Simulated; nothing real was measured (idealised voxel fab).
process module | voxel self aligned contacts
cross-section cut | 220 nm wide | cells 5 nm
A cross-section is a grid of square cells, given in bands from the top down. A band is one or more rows of cells.
Each band's line starts with the height of the band's top and of its bottom, in nm. Then come its materials from left to right, each with its width in nm. One material with "throughout" fills the band from edge to edge. "air" is empty space.
Height 0 is the level under which the wafer as received is all one material. The lowest band goes on downwards, as in "0 down".
A width such as "30 to 40" changes by the same amount from each row of cells to the next, from the band's top row to its bottom row.
"no change" after a step means that no cell of the cross-section changed.
closed voids: empty space of 8 cells or more with no open way to the top, each as width x height at its distance from the left edge, in nm
after a step's settings: what the simulator itself notes on the step
overlay nm, on a step with a mask: how far to the right of its planned place the mask lay; to the left if negative
plan
1 op RECEIVE | material Si
2 op CONFORMAL_DEP | material SiO2 | thk nm 5
3 op DIRECTIONAL_DEP | material polySi | thk nm 25
4 op DIRECTIONAL_DEP | material SiN | thk nm 15
5 op PATTERN | tone cover | mask id GATE | material resist | width nm 35 | pitch nm 70 | thk nm 20 | overlay nm -5
6 op DIRECTIONAL_ETCH | etch materials SiN | depth nm 15
7 op DIRECTIONAL_ETCH | etch materials polySi | depth nm 25
8 op STRIP | etch materials resist
9 op CONFORMAL_DEP | material SiN | thk nm 5
10 op DIRECTIONAL_ETCH | etch materials SiN | depth nm 5
11 op FILL_DEP | material SiO2 | thk nm 10
12 op CMP | height nm 50
13 op DIRECTIONAL_DEP | material aC | thk nm 10
14 op PATTERN | tone open | mask id CONTACT | material resist | width nm 55 | pitch nm 70 | thk nm 30 | overlay nm 0
15 op DIRECTIONAL_ETCH | etch materials aC | depth nm 10
16 op STRIP | etch materials resist
17 op DIRECTIONAL_ETCH | etch materials SiO2 | depth nm 50
18 op STRIP | etch materials aC
19 op CONFORMAL_DEP | material TiN | thk nm 5
20 op FILL_DEP | material Ru | thk nm 10
21 op CMP | height nm 50
22 op CONFORMAL_DEP | material SiCN | thk nm 5
varied across the wafers: overlay nm of step 5. The plan shows the first wafer's value. All wafers start alike
first wafer as received, after step 1
  0 down: Si throughout
  closed voids: none
first wafer at the end, after step 22
  55 to 50: SiCN throughout
  50 to 45: SiO2 45 | TiN 15 | Ru 15 | TiN 25 | SiO2 15 | TiN 15 | Ru 15 | TiN 25 | SiO2 50
  45 to 30: SiO2 10 | SiN 45 | TiN 5 | Ru 15 | TiN 5 | SiN 45 | TiN 5 | Ru 15 | TiN 5 | SiN 45 | SiO2 25
  30 to 5: SiO2 10 | SiN 5 | polySi 35 | SiN 5 | TiN 5 | Ru 15 | TiN 5 | SiN 5 | polySi 35 | SiN 5 | TiN 5 | Ru 15 | TiN 5 | SiN 5 | polySi 35 | SiN 5 | SiO2 25
  5 to 0: SiO2 55 | TiN 25 | SiO2 45 | TiN 25 | SiO2 70
  0 down: Si throughout
  closed voids: none
last wafer at the end
  55 to 50: SiCN throughout
  50 to 45: SiO2 45 | TiN 30 | Ru 15 | TiN 10 | SiO2 15 | TiN 30 | Ru 15 | TiN 10 | SiO2 50
  45 to 30: SiO2 25 | SiN 45 | TiN 5 | Ru 15 | TiN 5 | SiN 45 | TiN 5 | Ru 15 | TiN 5 | SiN 45 | SiO2 10
  30 to 5: SiO2 25 | SiN 5 | polySi 35 | SiN 5 | TiN 5 | Ru 15 | TiN 5 | SiN 5 | polySi 35 | SiN 5 | TiN 5 | Ru 15 | TiN 5 | SiN 5 | polySi 35 | SiN 5 | SiO2 10
  5 to 0: SiO2 70 | TiN 25 | SiO2 45 | TiN 25 | SiO2 55
  0 down: Si throughout
  closed voids: none
each wafer at the end: cells of each material gained (+) or lost (-) since it was received, then its closed voids
overlay nm -5 | +54 Ru | +44 SiCN | +111 SiN | +112 SiO2 | +58 TiN | +105 polySi | closed voids: none
overlay nm 0 | +54 Ru | +44 SiCN | +111 SiN | +112 SiO2 | +58 TiN | +105 polySi | closed voids: none
overlay nm 5 | +54 Ru | +44 SiCN | +111 SiN | +112 SiO2 | +58 TiN | +105 polySi | closed voids: none
overlay nm 10 | +54 Ru | +44 SiCN | +111 SiN | +112 SiO2 | +58 TiN | +105 polySi | closed voids: none
